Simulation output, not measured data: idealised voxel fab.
voxel transistor to metal: a process module
For reference, the cross-section in this document is cut, with width 190 nm and square cells of 5 nm.
The cross-sections in this document take the form of a grid made of square cells. They are written out as bands, in order from top to bottom. Each band consists of one or more rows of cells. Band: top height; bottom height; in nm. Then, left to right: material with width in nm, for each material. "edge to edge": a single material spanning edge to edge. "empty": empty space. Convention: height 0 is the level below which the wafer, as received, is all one material. The lowest band does not terminate at the bottom but continues downward, represented as "top 0, no bottom". You'd read "30 to 40" like this: the band's top row of cells is as wide as the first number, its bottom row is as wide as the second, and going down, every row changes width by the same amount as the row before did. Given "changes: none" for a step, no cell of the cross-section differs between before and after that step. Closed cavity list: empty space of 8 cells or more with no open way to the top, each as width x height at its distance from the left edge, in nm. Whatever follows a step's settings on its line is a remark the simulator itself makes about that step. On any step carrying a mask, the "overlay nm" setting, if present on the step's line, tells how far right of its planned place the mask lay; negative values point to the left.
### The steps planned for the process are as follows
1: RECEIVE, material Si
2: OXIDIZE, depth nm 5
3: CONFORMAL_DEP, material SiN, thk nm 15
4: MASKED_ETCH, tone cover, mask id ACTIVE, width nm 100, etch materials SiN, depth nm 15, overlay nm 0
5: MASKED_ETCH, tone cover, mask id ACTIVE, width nm 100, etch materials SiO2, depth nm 5, overlay nm 0
6: MASKED_ETCH, tone cover, mask id ACTIVE, width nm 100, etch materials Si, depth nm 30, overlay nm 0
7: FILL_DEP, material SiO2, thk nm 15
8: CMP, height nm 15
9: SELECTIVE_ETCH, etch materials SiO2, depth nm 5
10: STRIP, etch materials SiN
11: SELECTIVE_ETCH, etch materials SiO2, depth nm 5
12: OXIDIZE, depth nm 5
13: DIRECTIONAL_DEP, material polySi, thk nm 25
14: DIRECTIONAL_DEP, material SiCN, thk nm 15
15: MASKED_ETCH, tone cover, mask id GATE, width nm 20, etch materials SiCN, depth nm 25, overlay nm 0
16: MASKED_ETCH, tone cover, mask id GATE, width nm 20, etch materials polySi, depth nm 35, overlay nm 0
17: CONFORMAL_DEP, material SiN, thk nm 10
18: DIRECTIONAL_ETCH, etch materials SiN, depth nm 10
19: DIRECTIONAL_ETCH, etch materials SiO2, depth nm 5
20: DIRECTIONAL_ETCH, etch materials Si, depth nm 5
21: EPI, material nSi, thk nm 5
22: FILL_DEP, material SiO2, thk nm 5
23: CMP, height nm 35
24: DIRECTIONAL_DEP, material SiO2, thk nm 15
25: MASKED_ETCH, tone open, mask id CONTACT, width nm 20, pitch nm 70, etch materials SiO2, depth nm 60, overlay nm 0
26: CONFORMAL_DEP, material TiN, thk nm 5
27: FILL_DEP, material Ru, thk nm 10
28: CMP, height nm 50
29: DIRECTIONAL_DEP, material TiN, thk nm 5
30: DIRECTIONAL_DEP, material Ru, thk nm 15
31: PATTERN, tone cover, mask id METAL_1, material resist, width nm 20, pitch nm 70, thk nm 20, overlay nm 0
32: DIRECTIONAL_ETCH, etch materials Ru, depth nm 15
33: DIRECTIONAL_ETCH, etch materials TiN, depth nm 5
34: STRIP, etch materials resist
35: CONFORMAL_DEP, material SiN, thk nm 5
36: FILL_DEP, material SiO2, thk nm 5
37: CMP, height nm 70
38: CONFORMAL_DEP, material SiCN, thk nm 5
### Delivered wafer in cross-section: state after step 1
> top 0, no bottom  Si edge to edge
> Closed cavity list: none
### First of two wafers, end-of-module section, run followed plan
> top 75, bottom 70  SiCN edge to edge
> top 70, bottom 55  SiO2 45 nm, SiN 5 nm, Ru 20 nm, SiN 5 nm, SiO2 40 nm, SiN 5 nm, Ru 20 nm, SiN 5 nm, SiO2 45 nm
> top 55, bottom 50  SiN 50 nm, TiN 20 nm, SiN 50 nm, TiN 20 nm, SiN 50 nm
> top 50, bottom 35  SiO2 50 nm, TiN 5 nm, Ru 10 nm, TiN 5 nm, SiO2 50 nm, TiN 5 nm, Ru 10 nm, TiN 5 nm, SiO2 50 nm
> top 35, bottom 20  SiO2 50 nm, TiN 5 nm, Ru 10 nm, TiN 5 nm, SiO2 5 nm, SiN 10 nm, SiCN 20 nm, SiN 10 nm, SiO2 5 nm, TiN 5 nm, Ru 10 nm, TiN 5 nm, SiO2 50 nm
> top 20, bottom 5  SiO2 50 nm, TiN 5 nm, Ru 10 nm, TiN 5 nm, SiO2 5 nm, SiN 10 nm, polySi 20 nm, SiN 10 nm, SiO2 5 nm, TiN 5 nm, Ru 10 nm, TiN 5 nm, SiO2 50 nm
> top 5, bottom -5  SiO2 40 nm, SiN 10 nm, TiN 5 to 10 nm, Ru 10 to 5 nm, TiN 5 nm, SiO2 5 nm, SiN 10 nm, polySi 20 nm, SiN 10 nm, SiO2 5 nm, TiN 5 nm, Ru 10 to 5 nm, TiN 5 to 10 nm, SiN 10 nm, SiO2 40 nm
> top -5, bottom -10  SiO2 50 nm, nSi 5 nm, TiN 15 nm, nSi 5 nm, SiO2 40 nm, nSi 5 nm, TiN 15 nm, nSi 5 nm, SiO2 50 nm
> top -10, bottom -15  SiO2 45 nm, Si 5 nm, nSi 25 nm, Si 40 nm, nSi 25 nm, Si 5 nm, SiO2 45 nm
> top -15, bottom -35  SiO2 45 nm, Si 100 nm, SiO2 45 nm
> top -35, no bottom  Si edge to edge
> Closed cavity list: none
### Cross-sectional view: second of two wafers, end of module; start and plan identical to the first, one mistake in running
> top 75, bottom 70  SiCN edge to edge
> top 70, bottom 55  SiO2 45 nm, SiN 5 nm, Ru 20 nm, SiN 5 nm, SiO2 40 nm, SiN 5 nm, Ru 20 nm, SiN 5 nm, SiO2 45 nm
> top 55, bottom 50  SiN 50 nm, TiN 20 nm, SiN 50 nm, TiN 20 nm, SiN 50 nm
> top 50, bottom 35  SiO2 50 nm, TiN 5 nm, Ru 10 nm, TiN 5 nm, SiO2 50 nm, TiN 5 nm, Ru 10 nm, TiN 5 nm, SiO2 50 nm
> top 35, bottom 20  SiO2 50 nm, TiN 5 nm, Ru 10 nm, TiN 5 nm, SiO2 5 nm, SiN 10 nm, SiCN 20 nm, SiN 10 nm, SiO2 5 nm, TiN 5 nm, Ru 10 nm, TiN 5 nm, SiO2 50 nm
> top 20, bottom 5  SiO2 50 nm, TiN 5 nm, Ru 10 nm, TiN 5 nm, SiO2 5 nm, SiN 10 nm, polySi 20 nm, SiN 10 nm, SiO2 5 nm, TiN 5 nm, Ru 10 nm, TiN 5 nm, SiO2 50 nm
> top 5, bottom -5  SiO2 40 nm, SiN 10 nm, TiN 5 to 10 nm, Ru 10 to 5 nm, TiN 5 nm, SiO2 5 nm, SiN 10 nm, polySi 20 nm, SiN 10 nm, SiO2 5 nm, TiN 5 nm, Ru 10 to 5 nm, TiN 5 to 10 nm, SiN 10 nm, SiO2 40 nm
> top -5, bottom -10  SiO2 50 nm, nSi 5 nm, TiN 15 nm, nSi 5 nm, SiO2 40 nm, nSi 5 nm, TiN 15 nm, nSi 5 nm, SiO2 50 nm
> top -10, bottom -15  SiO2 45 nm, Si 5 nm, nSi 25 nm, Si 40 nm, nSi 25 nm, Si 5 nm, SiO2 45 nm
> top -15, bottom -40  SiO2 45 nm, Si 100 nm, SiO2 45 nm
> top -40, no bottom  Si edge to edge
> Closed cavity list: none
Where did the run depart from the plan? step 6 was processed under conditions differing from the plan, specifically as MASKED_ETCH, tone cover, mask id ACTIVE, width nm 100, etch materials Si, depth nm 35, overlay nm 0
In the final state, the cell counts of the second wafer exceed or fall short of those of the first for the following materials: -18 Si | +18 SiO2
